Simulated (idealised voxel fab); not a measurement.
Title: Process Module voxel spacer lines
Xsec cut, 220 nm wide, square cell size 5 nm.
We lay out every cross-section as a grid of square cells and spell it out in bands from the top down, where one band means one or more rows of cells. This entry defines a band. It first specifies the height of the band's top and the height of its bottom in nm, and then specifies the band's materials from left to right, stating each material with its width in nm. The word "edge to edge" identifies a single material that fills the band from edge to edge, while the word "empty" identifies empty space. Heads up on the height convention: 0 is the point under which the incoming wafer is all one material, and the lowest band has no bottom, it just keeps going down, like "0 nm and below". Read "30..40" as a graded width: first number on top, second number at the bottom, same change between each pair of neighbouring rows. "nothing changed" means the step left every cell of the cross-section as it was. Each empty space that has no open way to the top and spans at least 8 cells appears under "Sealed-off cavities" as width x height at distance, the distance counted from the left edge, all in nm. after a step's settings: what the simulator itself notes on the step. Regarding "overlay nm": on a step with a mask, it is the distance the mask lay to the right of its planned place; a negative value places it to the left.

Here's what the planned process steps look like:
1) RECEIVE (material Si)
2) CONFORMAL_DEP (material Al2O3; thk nm 5)
3) DIRECTIONAL_DEP (material W; thk nm 10)
4) DIRECTIONAL_DEP (material aC; thk nm 20)
5) PATTERN (tone cover; mask id MANDREL; material resist; width nm 15; pitch nm 60; thk nm 30; overlay nm 0)
6) DIRECTIONAL_ETCH (etch materials aC; depth nm 20)
7) STRIP (etch materials resist)
8) CONFORMAL_DEP (material SiO2; thk nm 15)
9) DIRECTIONAL_ETCH (etch materials SiO2; depth nm 15)
10) STRIP (etch materials aC)
11) DIRECTIONAL_ETCH (etch materials W; depth nm 10)
12) STRIP (etch materials SiO2)
13) FILL_DEP (material SiO2; thk nm 10)
14) CMP (height nm 15)

The first of a set of two wafers, run to plan:

Wafer as received: cross-section following step 1:
	0 nm and below | Si edge to edge
	Sealed-off cavities: none

So this is the wafer cross-section right after step 2:
	5 nm to 0 nm | Al2O3 edge to edge
	Everything below 0 is unchanged.

So this is the wafer cross-section right after step 3:
	15 nm to 5 nm | W edge to edge
	Everything below 5 is unchanged.

So this is the wafer cross-section right after step 4:
	35 nm to 15 nm | aC edge to edge
	Everything below 15 is unchanged.

So this is the wafer cross-section right after step 5:
	65 nm to 35 nm | empty=70  resist=15  empty=45  resist=15  empty=75
	Everything below 35 is unchanged.

So this is the wafer cross-section right after step 6:
	45 nm to 35 nm | empty=70  resist=15  empty=45  resist=15  empty=75
	35 nm to 15 nm | empty=70  aC=15  empty=45  aC=15  empty=75
	Everything below 15 is unchanged.

So this is the wafer cross-section right after step 7:
	35 nm to 15 nm | empty=70  aC=15  empty=45  aC=15  empty=75
	Everything below 15 is unchanged.

So this is the wafer cross-section right after step 8:
	50 nm to 35 nm | empty=55  SiO2=45  empty=15  SiO2=45  empty=60
	35 nm to 30 nm | empty=55  SiO2=15  aC=15  SiO2=15  empty=15  SiO2=15  aC=15  SiO2=15  empty=60
	30 nm to 15 nm | SiO2=70  aC=15  SiO2=45  aC=15  SiO2=75
	Everything below 15 is unchanged.

So this is the wafer cross-section right after step 9:
	35 nm to 15 nm | empty=55  SiO2=15  aC=15  SiO2=15  empty=15  SiO2=15  aC=15  SiO2=15  empty=60
	Everything below 15 is unchanged.

So this is the wafer cross-section right after step 10:
	35 nm to 15 nm | empty=55  SiO2=15  empty=15  SiO2=15  empty=15  SiO2=15  empty=15  SiO2=15  empty=60
	Everything below 15 is unchanged.

So this is the wafer cross-section right after step 11:
	35 nm to 15 nm | empty=55  SiO2=15  empty=15  SiO2=15  empty=15  SiO2=15  empty=15  SiO2=15  empty=60
	15 nm to 5 nm | empty=55  W=15  empty=15  W=15  empty=15  W=15  empty=15  W=15  empty=60
	Everything below 5 is unchanged.

So this is the wafer cross-section right after step 12:
	15 nm to 5 nm | empty=55  W=15  empty=15  W=15  empty=15  W=15  empty=15  W=15  empty=60
	Everything below 5 is unchanged.

So this is the wafer cross-section right after step 13:
	25 nm to 15 nm | SiO2 edge to edge
	15 nm to 5 nm | SiO2=55  W=15  SiO2=15  W=15  SiO2=15  W=15  SiO2=15  W=15  SiO2=60
	Everything below 5 is unchanged.

So this is the wafer cross-section right after step 14:
	15 nm to 5 nm | SiO2=55  W=15  SiO2=15  W=15  SiO2=15  W=15  SiO2=15  W=15  SiO2=60
	Everything below 5 is unchanged.

Companion wafer, the second of two: same beginning, same intended sequence, one mistake in carrying it out; through step 1 inclusive it tracks the first exactly:

At the planned end of step 2, the second wafer in cross-section: nothing changed

At the planned end of step 3, the second wafer in cross-section:
	10 nm to 0 nm | W edge to edge
	Everything below 0 is unchanged.

At the planned end of step 4, the second wafer in cross-section:
	30 nm to 10 nm | aC edge to edge
	Everything below 10 is unchanged.

At the planned end of step 5, the second wafer in cross-section:
	60 nm to 30 nm | empty=70  resist=15  empty=45  resist=15  empty=75
	Everything below 30 is unchanged.

At the planned end of step 6, the second wafer in cross-section:
	40 nm to 30 nm | empty=70  resist=15  empty=45  resist=15  empty=75
	30 nm to 10 nm | empty=70  aC=15  empty=45  aC=15  empty=75
	Everything below 10 is unchanged.

At the planned end of step 7, the second wafer in cross-section:
	30 nm to 10 nm | empty=70  aC=15  empty=45  aC=15  empty=75
	Everything below 10 is unchanged.

At the planned end of step 8, the second wafer in cross-section:
	45 nm to 30 nm | empty=55  SiO2=45  empty=15  SiO2=45  empty=60
	30 nm to 25 nm | empty=55  SiO2=15  aC=15  SiO2=15  empty=15  SiO2=15  aC=15  SiO2=15  empty=60
	25 nm to 10 nm | SiO2=70  aC=15  SiO2=45  aC=15  SiO2=75
	Everything below 10 is unchanged.

At the planned end of step 9, the second wafer in cross-section:
	30 nm to 10 nm | empty=55  SiO2=15  aC=15  SiO2=15  empty=15  SiO2=15  aC=15  SiO2=15  empty=60
	Everything below 10 is unchanged.

At the planned end of step 10, the second wafer in cross-section:
	30 nm to 10 nm | empty=55  SiO2=15  empty=15  SiO2=15  empty=15  SiO2=15  empty=15  SiO2=15  empty=60
	Everything below 10 is unchanged.

At the planned end of step 11, the second wafer in cross-section:
	30 nm to 10 nm | empty=55  SiO2=15  empty=15  SiO2=15  empty=15  SiO2=15  empty=15  SiO2=15  empty=60
	10 nm to 0 nm | empty=55  W=15  empty=15  W=15  empty=15  W=15  empty=15  W=15  empty=60
	Everything below 0 is unchanged.

At the planned end of step 12, the second wafer in cross-section:
	10 nm to 0 nm | empty=55  W=15  empty=15  W=15  empty=15  W=15  empty=15  W=15  empty=60
	Everything below 0 is unchanged.

At the planned end of step 13, the second wafer in cross-section:
	20 nm to 10 nm | SiO2 edge to edge
	10 nm to 0 nm | SiO2=55  W=15  SiO2=15  W=15  SiO2=15  W=15  SiO2=15  W=15  SiO2=60
	Everything below 0 is unchanged.

At the planned end of step 14, the second wafer in cross-section:
	15 nm to 10 nm | SiO2 edge to edge
	Everything below 10 is unchanged.
Heads up, the wafer didn't run the way we planned it: not run: step 2 of the plan (skipped)
Once processing is complete, comparing cell counts shows that the second wafer has more or fewer of certain materials than the first: Al2O3: 44 fewer; SiO2: 44 more
